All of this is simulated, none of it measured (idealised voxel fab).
process module | voxel double patterning
cross-section cut | 240 nm wide | cells 5 nm
A cross-section is a grid of square cells, given in bands from the top down. A band is one or more rows of cells.
Each band's line starts with the height of the band's top and of its bottom, in nm. Then come its materials from left to right, each with its width in nm. One material with "throughout" fills the band from edge to edge. "air" is empty space.
Height 0 is the level under which the wafer as received is all one material. The lowest band goes on downwards, as in "0 down".
A width such as "30 to 40" changes by the same amount from each row of cells to the next, from the band's top row to its bottom row.
"no change" after a step means that no cell of the cross-section changed.
closed voids: empty space of 8 cells or more with no open way to the top, each as width x height at its distance from the left edge, in nm
after a step's settings: what the simulator itself notes on the step
overlay nm, on a step with a mask: how far to the right of its planned place the mask lay; to the left if negative
plan
1 op RECEIVE | material Si
2 op CONFORMAL_DEP | material SiO2 | thk nm 5
3 op DIRECTIONAL_DEP | material TiN | thk nm 20
4 op DIRECTIONAL_DEP | material SiN | thk nm 10
5 op PATTERN | tone open | mask id FIRST | material resist | width nm 15 | pitch nm 50 | thk nm 15 | overlay nm 0
6 op DIRECTIONAL_ETCH | etch materials SiN | depth nm 10
7 op STRIP | etch materials resist
8 op PATTERN | tone open | mask id SECOND | material resist | width nm 15 | thk nm 15 | overlay nm 0
9 op DIRECTIONAL_ETCH | etch materials SiN | depth nm 10
10 op STRIP | etch materials resist
11 op DIRECTIONAL_ETCH | etch materials TiN | depth nm 20
12 op STRIP | etch materials SiN
first wafer, as planned
as received, after step 1
  0 down: Si throughout
  closed voids: none
after step 2
  5 to 0: SiO2 throughout
  below 0: unchanged
after step 3
  25 to 5: TiN throughout
  below 5: unchanged
after step 4
  35 to 25: SiN throughout
  below 25: unchanged
after step 5
  50 to 35: resist 85 | air 15 | resist 35 | air 15 | resist 90
  below 35: unchanged
after step 6
  50 to 35: resist 85 | air 15 | resist 35 | air 15 | resist 90
  35 to 25: SiN 85 | air 15 | SiN 35 | air 15 | SiN 90
  below 25: unchanged
after step 7
  35 to 25: SiN 85 | air 15 | SiN 35 | air 15 | SiN 90
  below 25: unchanged
after step 8
  50 to 35: resist 110 | air 15 | resist 115
  35 to 25: SiN 85 | resist 15 | SiN 35 | resist 15 | SiN 90
  below 25: unchanged
after step 9
  50 to 35: resist 110 | air 15 | resist 115
  35 to 25: SiN 85 | resist 15 | SiN 10 | air 15 | SiN 10 | resist 15 | SiN 90
  below 25: unchanged
after step 10
  35 to 25: SiN 85 | air 15 | SiN 10 | air 15 | SiN 10 | air 15 | SiN 90
  below 25: unchanged
after step 11
  35 to 25: SiN 85 | air 15 | SiN 10 | air 15 | SiN 10 | air 15 | SiN 90
  25 to 5: TiN 85 | air 15 | TiN 10 | air 15 | TiN 10 | air 15 | TiN 90
  below 5: unchanged
after step 12
  25 to 5: TiN 85 | air 15 | TiN 10 | air 15 | TiN 10 | air 15 | TiN 90
  below 5: unchanged
second wafer: like start, like plan, one mistake. Through step 1 it matches the first wafer
when step 2 should have ended
  5 to 0: TiN throughout
  below 0: unchanged
when step 3 should have ended
  25 to 0: TiN throughout
  below 0: unchanged
when step 4 should have ended
  35 to 25: SiN throughout
  below 25: unchanged
when step 5 should have ended
  50 to 35: resist 85 | air 15 | resist 35 | air 15 | resist 90
  below 35: unchanged
when step 6 should have ended
  50 to 35: resist 85 | air 15 | resist 35 | air 15 | resist 90
  35 to 25: SiN 85 | air 15 | SiN 35 | air 15 | SiN 90
  below 25: unchanged
when step 7 should have ended
  35 to 25: SiN 85 | air 15 | SiN 35 | air 15 | SiN 90
  below 25: unchanged
when step 8 should have ended
  50 to 35: resist 110 | air 15 | resist 115
  35 to 25: SiN 85 | resist 15 | SiN 35 | resist 15 | SiN 90
  below 25: unchanged
when step 9 should have ended
  50 to 35: resist 110 | air 15 | resist 115
  35 to 25: SiN 85 | resist 15 | SiN 10 | air 15 | SiN 10 | resist 15 | SiN 90
  below 25: unchanged
when step 10 should have ended
  35 to 25: SiN 85 | air 15 | SiN 10 | air 15 | SiN 10 | air 15 | SiN 90
  below 25: unchanged
when step 11 should have ended
  35 to 25: SiN 85 | air 15 | SiN 10 | air 15 | SiN 10 | air 15 | SiN 90
  25 to 5: TiN 85 | air 15 | TiN 10 | air 15 | TiN 10 | air 15 | TiN 90
  below 5: unchanged
when step 12 should have ended
  25 to 5: TiN 85 | air 15 | TiN 10 | air 15 | TiN 10 | air 15 | TiN 90
  below 5: unchanged
what went wrong: step 2 ran as: op CONFORMAL_DEP | material TiN | thk nm 5
at the end the second wafer has, in cells: 48 fewer of SiO2 | 48 more of TiN
